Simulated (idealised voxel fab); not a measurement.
Process module name: voxel wiring stack
Each square cell in cross-section cut measures 5 nm, and the section as a whole is 245 nm wide.
If you're reading a cross-section in this doc, picture square cells in a grid; it comes to you as bands, top ones listed first down to the bottom, and a band can be one or more rows of cells. First you get the band's top height and its bottom height, in nm, and then the materials it's made of, left to right, with each width in nm. If you see a single material with "edge to edge", that one covers the band edge to edge. "blank" is empty space. Where do heights start? At 0: under that level the wafer as delivered is made of one material only. And the lowest band has no floor; it just carries on downward, as in "top 0, no bottom". You'd read "30->40" like this: the band's top row of cells is as wide as the first number, its bottom row is as wide as the second, and going down, every row changes width by the same amount as the row before did. Any step labelled "nothing got changed" changed none of the cells in the cross-section. "Fully sealed voids" - sealed voids, min. 8 cells, no opening to top; format: width x height at distance (distance from left edge; nm throughout). Heads up: the bit after the settings on a step's line is the simulator's remark on that step. overlay nm: for a step with a mask, the amount by which the mask lay right of where it was planned; a negative amount means left of it.

Process steps - plan
1: RECEIVE,material Si
2: CONFORMAL_DEP,material SiO2,thk nm 15
3: CONFORMAL_DEP,material SiN,thk nm 5
4: DIRECTIONAL_DEP,material SiO2,thk nm 20
5: PATTERN,tone open,mask id METAL_1,material resist,width nm 30,pitch nm 50,thk nm 15,overlay nm 0
6: DIRECTIONAL_ETCH,etch materials SiO2,depth nm 20
7: DIRECTIONAL_ETCH,etch materials SiN,depth nm 5
8: STRIP,etch materials resist
9: CONFORMAL_DEP,material TiN,thk nm 5
10: FILL_DEP,material W,thk nm 10
11: CMP,height nm 40
12: CONFORMAL_DEP,material SiCN,thk nm 5
13: DIRECTIONAL_DEP,material SiO2,thk nm 20
14: DIRECTIONAL_DEP,material aC,thk nm 15
15: PATTERN,tone open,mask id PLUG_1,material resist,width nm 15,pitch nm 50,thk nm 30,overlay nm 0
16: DIRECTIONAL_ETCH,etch materials aC,depth nm 15
17: STRIP,etch materials resist
18: DIRECTIONAL_ETCH,etch materials SiO2,depth nm 20
19: DIRECTIONAL_ETCH,etch materials SiCN,depth nm 5
20: STRIP,etch materials aC
21: CONFORMAL_DEP,material TiN,thk nm 5
22: FILL_DEP,material Cu,thk nm 5
23: CMP,height nm 65
24: DIRECTIONAL_DEP,material TiN,thk nm 5
25: DIRECTIONAL_DEP,material Ru,thk nm 15
26: MASKED_ETCH,tone cover,mask id METAL_2,width nm 30,pitch nm 50,etch materials Ru,depth nm 15,overlay nm 0
27: MASKED_ETCH,tone cover,mask id METAL_2,width nm 30,pitch nm 50,etch materials TiN,depth nm 5,overlay nm 0
28: FILL_DEP,material SiO2,thk nm 10
29: CMP,height nm 85
30: CONFORMAL_DEP,material SiCN,thk nm 5
31: DIRECTIONAL_DEP,material lowk,thk nm 10
32: MASKED_ETCH,tone open,mask id PLUG_2,width nm 15,pitch nm 50,etch materials lowk,depth nm 10,overlay nm 0
33: MASKED_ETCH,tone open,mask id PLUG_2,width nm 15,pitch nm 50,etch materials SiCN,depth nm 5,overlay nm 0
34: EPI,material Ru,thk nm 10
35: EPI,material Ru,thk nm 5
36: DIRECTIONAL_DEP,material TiN,thk nm 5
37: DIRECTIONAL_DEP,material W,thk nm 20
38: PATTERN,tone cover,mask id METAL_3,material resist,width nm 30,pitch nm 50,thk nm 15,overlay nm 0
39: DIRECTIONAL_ETCH,etch materials W,depth nm 20
40: DIRECTIONAL_ETCH,etch materials TiN,depth nm 5
41: STRIP,etch materials resist
42: CONFORMAL_DEP,material SiCN,thk nm 5
43: FILL_DEP,material SiO2,thk nm 5
44: CMP,height nm 125
45: CONFORMAL_DEP,material SiN,thk nm 5

Account of the first of two wafers, which was processed as intended

Delivered wafer in cross-section: state after step 1
> top 0, no bottom = Si edge to edge
> Fully sealed voids: none

State of the wafer after step 2, shown in cross-section
> top 15, bottom 0 = SiO2 edge to edge
> Under the height 0 nothing was changed.

State of the wafer after step 3, shown in cross-section
> top 20, bottom 15 = SiN edge to edge
> Under the height 15 nothing was changed.

State of the wafer after step 4, shown in cross-section
> top 40, bottom 20 = SiO2 edge to edge
> Under the height 20 nothing was changed.

State of the wafer after step 5, shown in cross-section
> top 55, bottom 40 = resist: 55, then blank: 30, then resist: 20, then blank: 30, then resist: 20, then blank: 30, then resist: 60
> Under the height 40 nothing was changed.

State of the wafer after step 6, shown in cross-section
> top 55, bottom 40 = resist: 55, then blank: 30, then resist: 20, then blank: 30, then resist: 20, then blank: 30, then resist: 60
> top 40, bottom 20 = SiO2: 55, then blank: 30, then SiO2: 20, then blank: 30, then SiO2: 20, then blank: 30, then SiO2: 60
> Under the height 20 nothing was changed.

State of the wafer after step 7, shown in cross-section
> top 55, bottom 40 = resist: 55, then blank: 30, then resist: 20, then blank: 30, then resist: 20, then blank: 30, then resist: 60
> top 40, bottom 20 = SiO2: 55, then blank: 30, then SiO2: 20, then blank: 30, then SiO2: 20, then blank: 30, then SiO2: 60
> top 20, bottom 15 = SiN: 55, then blank: 30, then SiN: 20, then blank: 30, then SiN: 20, then blank: 30, then SiN: 60
> Under the height 15 nothing was changed.

State of the wafer after step 8, shown in cross-section
> top 40, bottom 20 = SiO2: 55, then blank: 30, then SiO2: 20, then blank: 30, then SiO2: 20, then blank: 30, then SiO2: 60
> Under the height 20 nothing was changed.

State of the wafer after step 9, shown in cross-section
> top 45, bottom 40 = TiN: 60, then blank: 20, then TiN: 30, then blank: 20, then TiN: 30, then blank: 20, then TiN: 65
> top 40, bottom 20 = SiO2: 55, then TiN: 5, then blank: 20, then TiN: 5, then SiO2: 20, then TiN: 5, then blank: 20, then TiN: 5, then SiO2: 20, then TiN: 5, then blank: 20, then TiN: 5, then SiO2: 60
> top 20, bottom 15 = SiN: 55, then TiN: 30, then SiN: 20, then TiN: 30, then SiN: 20, then TiN: 30, then SiN: 60
> Under the height 15 nothing was changed.

State of the wafer after step 10, shown in cross-section
> top 55, bottom 45 = W edge to edge
> top 45, bottom 40 = TiN: 60, then W: 20, then TiN: 30, then W: 20, then TiN: 30, then W: 20, then TiN: 65
> top 40, bottom 20 = SiO2: 55, then TiN: 5, then W: 20, then TiN: 5, then SiO2: 20, then TiN: 5, then W: 20, then TiN: 5, then SiO2: 20, then TiN: 5, then W: 20, then TiN: 5, then SiO2: 60
> Under the height 20 nothing was changed.

State of the wafer after step 11, shown in cross-section
> top 40, bottom 20 = SiO2: 55, then TiN: 5, then W: 20, then TiN: 5, then SiO2: 20, then TiN: 5, then W: 20, then TiN: 5, then SiO2: 20, then TiN: 5, then W: 20, then TiN: 5, then SiO2: 60
> Under the height 20 nothing was changed.

State of the wafer after step 12, shown in cross-section
> top 45, bottom 40 = SiCN edge to edge
> Under the height 40 nothing was changed.

State of the wafer after step 13, shown in cross-section
> top 65, bottom 45 = SiO2 edge to edge
> Under the height 45 nothing was changed.

State of the wafer after step 14, shown in cross-section
> top 80, bottom 65 = aC edge to edge
> Under the height 65 nothing was changed.

State of the wafer after step 15, shown in cross-section
> top 110, bottom 80 = resist: 55, then blank: 15, then resist: 35, then blank: 15, then resist: 35, then blank: 15, then resist: 75
> Under the height 80 nothing was changed.

State of the wafer after step 16, shown in cross-section
> top 95, bottom 80 = resist: 55, then blank: 15, then resist: 35, then blank: 15, then resist: 35, then blank: 15, then resist: 75
> top 80, bottom 65 = aC: 55, then blank: 15, then aC: 35, then blank: 15, then aC: 35, then blank: 15, then aC: 75
> Under the height 65 nothing was changed.

State of the wafer after step 17, shown in cross-section
> top 80, bottom 65 = aC: 55, then blank: 15, then aC: 35, then blank: 15, then aC: 35, then blank: 15, then aC: 75
> Under the height 65 nothing was changed.

State of the wafer after step 18, shown in cross-section
> top 80, bottom 65 = aC: 55, then blank: 15, then aC: 35, then blank: 15, then aC: 35, then blank: 15, then aC: 75
> top 65, bottom 45 = SiO2: 55, then blank: 15, then SiO2: 35, then blank: 15, then SiO2: 35, then blank: 15, then SiO2: 75
> Under the height 45 nothing was changed.

State of the wafer after step 19, shown in cross-section
> top 80, bottom 65 = aC: 55, then blank: 15, then aC: 35, then blank: 15, then aC: 35, then blank: 15, then aC: 75
> top 65, bottom 45 = SiO2: 55, then blank: 15, then SiO2: 35, then blank: 15, then SiO2: 35, then blank: 15, then SiO2: 75
> top 45, bottom 40 = SiCN: 55, then blank: 15, then SiCN: 35, then blank: 15, then SiCN: 35, then blank: 15, then SiCN: 75
> Under the height 40 nothing was changed.

State of the wafer after step 20, shown in cross-section
> top 65, bottom 45 = SiO2: 55, then blank: 15, then SiO2: 35, then blank: 15, then SiO2: 35, then blank: 15, then SiO2: 75
> Under the height 45 nothing was changed.

State of the wafer after step 21, shown in cross-section
> top 70, bottom 65 = TiN: 60, then blank: 5, then TiN: 45, then blank: 5, then TiN: 45, then blank: 5, then TiN: 80
> top 65, bottom 45 = SiO2: 55, then TiN: 5, then blank: 5, then TiN: 5, then SiO2: 35, then TiN: 5, then blank: 5, then TiN: 5, then SiO2: 35, then TiN: 5, then blank: 5, then TiN: 5, then SiO2: 75
> top 45, bottom 40 = SiCN: 55, then TiN: 15, then SiCN: 35, then TiN: 15, then SiCN: 35, then TiN: 15, then SiCN: 75
> Under the height 40 nothing was changed.

State of the wafer after step 22, shown in cross-section
> top 75, bottom 70 = Cu edge to edge
> top 70, bottom 65 = TiN: 60, then Cu: 5, then TiN: 45, then Cu: 5, then TiN: 45, then Cu: 5, then TiN: 80
> top 65, bottom 45 = SiO2: 55, then TiN: 5, then Cu: 5, then TiN: 5, then SiO2: 35, then TiN: 5, then Cu: 5, then TiN: 5, then SiO2: 35, then TiN: 5, then Cu: 5, then TiN: 5, then SiO2: 75
> Under the height 45 nothing was changed.

State of the wafer after step 23, shown in cross-section
> top 65, bottom 45 = SiO2: 55, then TiN: 5, then Cu: 5, then TiN: 5, then SiO2: 35, then TiN: 5, then Cu: 5, then TiN: 5, then SiO2: 35, then TiN: 5, then Cu: 5, then TiN: 5, then SiO2: 75
> Under the height 45 nothing was changed.

State of the wafer after step 24, shown in cross-section
> top 70, bottom 65 = TiN edge to edge
> Under the height 65 nothing was changed.

State of the wafer after step 25, shown in cross-section
> top 85, bottom 70 = Ru edge to edge
> Under the height 70 nothing was changed.

State of the wafer after step 26, shown in cross-section
> top 85, bottom 70 = blank: 55, then Ru: 30, then blank: 20, then Ru: 30, then blank: 20, then Ru: 30, then blank: 60
> Under the height 70 nothing was changed.

State of the wafer after step 27, shown in cross-section
> top 85, bottom 70 = blank: 55, then Ru: 30, then blank: 20, then Ru: 30, then blank: 20, then Ru: 30, then blank: 60
> top 70, bottom 65 = blank: 55, then TiN: 30, then blank: 20, then TiN: 30, then blank: 20, then TiN: 30, then blank: 60
> Under the height 65 nothing was changed.

State of the wafer after step 28, shown in cross-section
> top 95, bottom 85 = SiO2 edge to edge
> top 85, bottom 70 = SiO2: 55, then Ru: 30, then SiO2: 20, then Ru: 30, then SiO2: 20, then Ru: 30, then SiO2: 60
> top 70, bottom 65 = SiO2: 55, then TiN: 30, then SiO2: 20, then TiN: 30, then SiO2: 20, then TiN: 30, then SiO2: 60
> Under the height 65 nothing was changed.

State of the wafer after step 29, shown in cross-section
> top 85, bottom 70 = SiO2: 55, then Ru: 30, then SiO2: 20, then Ru: 30, then SiO2: 20, then Ru: 30, then SiO2: 60
> Under the height 70 nothing was changed.

State of the wafer after step 30, shown in cross-section
> top 90, bottom 85 = SiCN edge to edge
> Under the height 85 nothing was changed.

State of the wafer after step 31, shown in cross-section
> top 100, bottom 90 = lowk edge to edge
> Under the height 90 nothing was changed.

State of the wafer after step 32, shown in cross-section
> top 100, bottom 90 = lowk: 55, then blank: 15, then lowk: 35, then blank: 15, then lowk: 35, then blank: 15, then lowk: 75
> Under the height 90 nothing was changed.

State of the wafer after step 33, shown in cross-section
> top 100, bottom 90 = lowk: 55, then blank: 15, then lowk: 35, then blank: 15, then lowk: 35, then blank: 15, then lowk: 75
> top 90, bottom 85 = SiCN: 55, then blank: 15, then SiCN: 35, then blank: 15, then SiCN: 35, then blank: 15, then SiCN: 75
> Under the height 85 nothing was changed.

State of the wafer after step 34, shown in cross-section
> top 100, bottom 95 = lowk: 55, then blank: 15, then lowk: 35, then blank: 15, then lowk: 35, then blank: 15, then lowk: 75
> top 95, bottom 90 = lowk: 55, then Ru: 15, then lowk: 35, then Ru: 15, then lowk: 35, then Ru: 15, then lowk: 75
> top 90, bottom 85 = SiCN: 55, then Ru: 15, then SiCN: 35, then Ru: 15, then SiCN: 35, then Ru: 15, then SiCN: 75
> Under the height 85 nothing was changed.

State of the wafer after step 35, shown in cross-section
> top 100, bottom 90 = lowk: 55, then Ru: 15, then lowk: 35, then Ru: 15, then lowk: 35, then Ru: 15, then lowk: 75
> Under the height 90 nothing was changed.

State of the wafer after step 36, shown in cross-section
> top 105, bottom 100 = TiN edge to edge
> Under the height 100 nothing was changed.

State of the wafer after step 37, shown in cross-section
> top 125, bottom 105 = W edge to edge
> Under the height 105 nothing was changed.

State of the wafer after step 38, shown in cross-section
> top 140, bottom 125 = blank: 55, then resist: 30, then blank: 20, then resist: 30, then blank: 20, then resist: 30, then blank: 60
> Under the height 125 nothing was changed.

State of the wafer after step 39, shown in cross-section
> top 140, bottom 125 = blank: 55, then resist: 30, then blank: 20, then resist: 30, then blank: 20, then resist: 30, then blank: 60
> top 125, bottom 105 = blank: 55, then W: 30, then blank: 20, then W: 30, then blank: 20, then W: 30, then blank: 60
> Under the height 105 nothing was changed.

State of the wafer after step 40, shown in cross-section
> top 140, bottom 125 = blank: 55, then resist: 30, then blank: 20, then resist: 30, then blank: 20, then resist: 30, then blank: 60
> top 125, bottom 105 = blank: 55, then W: 30, then blank: 20, then W: 30, then blank: 20, then W: 30, then blank: 60
> top 105, bottom 100 = blank: 55, then TiN: 30, then blank: 20, then TiN: 30, then blank: 20, then TiN: 30, then blank: 60
> Under the height 100 nothing was changed.

State of the wafer after step 41, shown in cross-section
> top 125, bottom 105 = blank: 55, then W: 30, then blank: 20, then W: 30, then blank: 20, then W: 30, then blank: 60
> Under the height 105 nothing was changed.

State of the wafer after step 42, shown in cross-section
> top 130, bottom 125 = blank: 50, then SiCN: 40, then blank: 10, then SiCN: 40, then blank: 10, then SiCN: 40, then blank: 55
> top 125, bottom 105 = blank: 50, then SiCN: 5, then W: 30, then SiCN: 5, then blank: 10, then SiCN: 5, then W: 30, then SiCN: 5, then blank: 10, then SiCN: 5, then W: 30, then SiCN: 5, then blank: 55
> top 105, bottom 100 = SiCN: 55, then TiN: 30, then SiCN: 20, then TiN: 30, then SiCN: 20, then TiN: 30, then SiCN: 60
> Under the height 100 nothing was changed.

State of the wafer after step 43, shown in cross-section
> top 135, bottom 130 = SiO2 edge to edge
> top 130, bottom 125 = SiO2: 50, then SiCN: 40, then SiO2: 10, then SiCN: 40, then SiO2: 10, then SiCN: 40, then SiO2: 55
> top 125, bottom 105 = SiO2: 50, then SiCN: 5, then W: 30, then SiCN: 5, then SiO2: 10, then SiCN: 5, then W: 30, then SiCN: 5, then SiO2: 10, then SiCN: 5, then W: 30, then SiCN: 5, then SiO2: 55
> Under the height 105 nothing was changed.

State of the wafer after step 44, shown in cross-section
> top 125, bottom 105 = SiO2: 50, then SiCN: 5, then W: 30, then SiCN: 5, then SiO2: 10, then SiCN: 5, then W: 30, then SiCN: 5, then SiO2: 10, then SiCN: 5, then W: 30, then SiCN: 5, then SiO2: 55
> Under the height 105 nothing was changed.

State of the wafer after step 45, shown in cross-section
> top 130, bottom 125 = SiN edge to edge
> Under the height 125 nothing was changed.

Companion wafer, the second of two: same beginning, same intended sequence, one mistake in carrying it out; through step 25 inclusive it tracks the first exactly

Here is the second wafer in cross-section at the point where step 26 of the plan should have been done
> top 85, bottom 70 = blank: 65, then Ru: 30, then blank: 20, then Ru: 30, then blank: 20, then Ru: 30, then blank: 50
> Under the height 70 nothing was changed.

Here is the second wafer in cross-section at the point where step 27 of the plan should have been done
> top 85, bottom 70 = blank: 65, then Ru: 30, then blank: 20, then Ru: 30, then blank: 20, then Ru: 30, then blank: 50
> top 70, bottom 65 = blank: 55, then TiN: 40, then blank: 10, then TiN: 40, then blank: 10, then TiN: 40, then blank: 50
> Under the height 65 nothing was changed.

Here is the second wafer in cross-section at the point where step 28 of the plan should have been done
> top 95, bottom 85 = SiO2 edge to edge
> top 85, bottom 70 = SiO2: 65, then Ru: 30, then SiO2: 20, then Ru: 30, then SiO2: 20, then Ru: 30, then SiO2: 50
> top 70, bottom 65 = SiO2: 55, then TiN: 40, then SiO2: 10, then TiN: 40, then SiO2: 10, then TiN: 40, then SiO2: 50
> Under the height 65 nothing was changed.

Here is the second wafer in cross-section at the point where step 29 of the plan should have been done
> top 85, bottom 70 = SiO2: 65, then Ru: 30, then SiO2: 20, then Ru: 30, then SiO2: 20, then Ru: 30, then SiO2: 50
> Under the height 70 nothing was changed.

Here is the second wafer in cross-section at the point where step 30 of the plan should have been done
> top 90, bottom 85 = SiCN edge to edge
> Under the height 85 nothing was changed.

Here is the second wafer in cross-section at the point where step 31 of the plan should have been done
> top 100, bottom 90 = lowk edge to edge
> Under the height 90 nothing was changed.

Here is the second wafer in cross-section at the point where step 32 of the plan should have been done
> top 100, bottom 90 = lowk: 55, then blank: 15, then lowk: 35, then blank: 15, then lowk: 35, then blank: 15, then lowk: 75
> Under the height 90 nothing was changed.

Here is the second wafer in cross-section at the point where step 33 of the plan should have been done
> top 100, bottom 90 = lowk: 55, then blank: 15, then lowk: 35, then blank: 15, then lowk: 35, then blank: 15, then lowk: 75
> top 90, bottom 85 = SiCN: 55, then blank: 15, then SiCN: 35, then blank: 15, then SiCN: 35, then blank: 15, then SiCN: 75
> Under the height 85 nothing was changed.

Here is the second wafer in cross-section at the point where step 34 of the plan should have been done
> top 100, bottom 95 = lowk: 55, then blank: 15, then lowk: 35, then blank: 15, then lowk: 35, then blank: 15, then lowk: 75
> top 95, bottom 90 = lowk: 55, then Ru: 15, then lowk: 35, then Ru: 15, then lowk: 35, then Ru: 15, then lowk: 75
> top 90, bottom 85 = SiCN: 55, then Ru: 15, then SiCN: 35, then Ru: 15, then SiCN: 35, then Ru: 15, then SiCN: 75
> Under the height 85 nothing was changed.

Here is the second wafer in cross-section at the point where step 35 of the plan should have been done
> top 100, bottom 90 = lowk: 55, then Ru: 15, then lowk: 35, then Ru: 15, then lowk: 35, then Ru: 15, then lowk: 75
> Under the height 90 nothing was changed.

Here is the second wafer in cross-section at the point where step 36 of the plan should have been done
> top 105, bottom 100 = TiN edge to edge
> Under the height 100 nothing was changed.

Here is the second wafer in cross-section at the point where step 37 of the plan should have been done
> top 125, bottom 105 = W edge to edge
> Under the height 105 nothing was changed.

Here is the second wafer in cross-section at the point where step 38 of the plan should have been done
> top 140, bottom 125 = blank: 55, then resist: 30, then blank: 20, then resist: 30, then blank: 20, then resist: 30, then blank: 60
> Under the height 125 nothing was changed.

Here is the second wafer in cross-section at the point where step 39 of the plan should have been done
> top 140, bottom 125 = blank: 55, then resist: 30, then blank: 20, then resist: 30, then blank: 20, then resist: 30, then blank: 60
> top 125, bottom 105 = blank: 55, then W: 30, then blank: 20, then W: 30, then blank: 20, then W: 30, then blank: 60
> Under the height 105 nothing was changed.

Here is the second wafer in cross-section at the point where step 40 of the plan should have been done
> top 140, bottom 125 = blank: 55, then resist: 30, then blank: 20, then resist: 30, then blank: 20, then resist: 30, then blank: 60
> top 125, bottom 105 = blank: 55, then W: 30, then blank: 20, then W: 30, then blank: 20, then W: 30, then blank: 60
> top 105, bottom 100 = blank: 55, then TiN: 30, then blank: 20, then TiN: 30, then blank: 20, then TiN: 30, then blank: 60
> Under the height 100 nothing was changed.

Here is the second wafer in cross-section at the point where step 41 of the plan should have been done
> top 125, bottom 105 = blank: 55, then W: 30, then blank: 20, then W: 30, then blank: 20, then W: 30, then blank: 60
> Under the height 105 nothing was changed.

Here is the second wafer in cross-section at the point where step 42 of the plan should have been done
> top 130, bottom 125 = blank: 50, then SiCN: 40, then blank: 10, then SiCN: 40, then blank: 10, then SiCN: 40, then blank: 55
> top 125, bottom 105 = blank: 50, then SiCN: 5, then W: 30, then SiCN: 5, then blank: 10, then SiCN: 5, then W: 30, then SiCN: 5, then blank: 10, then SiCN: 5, then W: 30, then SiCN: 5, then blank: 55
> top 105, bottom 100 = SiCN: 55, then TiN: 30, then SiCN: 20, then TiN: 30, then SiCN: 20, then TiN: 30, then SiCN: 60
> Under the height 100 nothing was changed.

Here is the second wafer in cross-section at the point where step 43 of the plan should have been done
> top 135, bottom 130 = SiO2 edge to edge
> top 130, bottom 125 = SiO2: 50, then SiCN: 40, then SiO2: 10, then SiCN: 40, then SiO2: 10, then SiCN: 40, then SiO2: 55
> top 125, bottom 105 = SiO2: 50, then SiCN: 5, then W: 30, then SiCN: 5, then SiO2: 10, then SiCN: 5, then W: 30, then SiCN: 5, then SiO2: 10, then SiCN: 5, then W: 30, then SiCN: 5, then SiO2: 55
> Under the height 105 nothing was changed.

Here is the second wafer in cross-section at the point where step 44 of the plan should have been done
> top 125, bottom 105 = SiO2: 50, then SiCN: 5, then W: 30, then SiCN: 5, then SiO2: 10, then SiCN: 5, then W: 30, then SiCN: 5, then SiO2: 10, then SiCN: 5, then W: 30, then SiCN: 5, then SiO2: 55
> Under the height 105 nothing was changed.

Here is the second wafer in cross-section at the point where step 45 of the plan should have been done
> top 130, bottom 125 = SiN edge to edge
> Under the height 125 nothing was changed.
Nonconformance to the process plan: step 26 changed vs plan, executed as MASKED_ETCH,tone cover,mask id METAL_2,width nm 30,pitch nm 50,etch materials Ru,depth nm 15,overlay nm 10
FYI, end of process, the second wafer has more or fewer cells of some materials than the first: SiO2: 6 fewer, TiN: 6 more
